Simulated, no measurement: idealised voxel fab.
Process module in this document: voxel plated lines
FYI the section here is cut, 185 nm wide, cells are 5 nm squares.
Cross-section = grid of square cells, listed top down in bands; band = one or more rows. Within each band entry, the heights of the top and of the bottom of the band appear first, in that order and in nm; the materials of the band then follow from left to right, each with its corresponding width in nm. The designation "all across" on a single material indicates that it fills the band from edge to edge; the designation "blank" indicates empty space. Heights from 0 (as-received wafer is one material below). Bottom band endless downward, as "0 nm and below". Per-row width for "30 to 40": begins at first number (top row of band), ends at second number (bottom row), increment between rows held constant. Where a step carries "all unchanged", the cross-section came out of it unchanged, cell for cell. In the "Closed void catalog" entry, you get each enclosed empty space of 8 cells or more, one with no open way to the top, written width x height at distance, distance from the left edge, in nm. Note: text after step settings on the step line = simulator remark on that step. What "overlay nm" on a step's line means: if the step has a mask, that mask lay this far to the right of its planned place, or, when the value is negative, to the left.

This section lists the process steps that were planned:
1 RECEIVE | material Si
2 CONFORMAL_DEP | material Al2O3 | thk nm 5
3 DIRECTIONAL_DEP | material TiN | thk nm 5
4 PATTERN | tone open | mask id LINES | material resist | width nm 20 | pitch nm 40 | thk nm 20 | overlay nm 0
5 EPI | material Ru | thk nm 10
6 STRIP | etch materials resist
7 DIRECTIONAL_ETCH | etch materials TiN | depth nm 5
8 CONFORMAL_DEP | material SiN | thk nm 5

Wafer at receipt (post step 1), cross-section:
* 0 nm and below: Si all across
* Closed void catalog: none

This is how the wafer looks in cross-section once the module is done, given the starting state and plan above and one mistake in carrying the plan out:
* 15 nm to 10 nm: SiN all across
* 10 nm to 5 nm: Al2O3 all across
* 5 nm to 0 nm: TiN all across
* 0 nm and below: Si all across
* Closed void catalog: none
Where did the run depart from the plan? the run placed steps 2 and 3 each in the position the plan gave to the other
